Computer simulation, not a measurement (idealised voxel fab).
process module | voxel double patterning
cross-section cut | 260 nm wide | cells 5 nm
A cross-section is a grid of square cells, given in bands from the top down. A band is one or more rows of cells.
Each band's line starts with the height of the band's top and of its bottom, in nm. Then come its materials from left to right, each with its width in nm. One material with "throughout" fills the band from edge to edge. "air" is empty space.
Height 0 is the level under which the wafer as received is all one material. The lowest band goes on downwards, as in "0 down".
A width such as "30 to 40" changes by the same amount from each row of cells to the next, from the band's top row to its bottom row.
"no change" after a step means that no cell of the cross-section changed.
closed voids: empty space of 8 cells or more with no open way to the top, each as width x height at its distance from the left edge, in nm
after a step's settings: what the simulator itself notes on the step
overlay nm, on a step with a mask: how far to the right of its planned place the mask lay; to the left if negative
plan
1 op RECEIVE | material Si
2 op CONFORMAL_DEP | material SiO2 | thk nm 5
3 op DIRECTIONAL_DEP | material TiN | thk nm 15
4 op DIRECTIONAL_DEP | material SiCN | thk nm 10
5 op MASKED_ETCH | tone open | mask id FIRST | width nm 15 | pitch nm 50 | etch materials SiCN | depth nm 10 | overlay nm 0
6 op MASKED_ETCH | tone open | mask id SECOND | width nm 15 | pitch nm 50 | etch materials SiCN | depth nm 10 | overlay nm 0
7 op DIRECTIONAL_ETCH | etch materials TiN | depth nm 15
8 op STRIP | etch materials SiCN
as received, after step 1
  0 down: Si throughout
  closed voids: none
a wafer at the end: this start, this plan, one mistake
  20 to 5: air 70 | TiN 15 | air 35 | TiN 15 | air 35 | TiN 15 | air 75
  5 to 0: SiO2 throughout
  0 down: Si throughout
  closed voids: none
what went wrong: step 5 ran as: op MASKED_ETCH | tone cover | mask id FIRST | width nm 15 | pitch nm 50 | etch materials SiCN | depth nm 10 | overlay nm 0
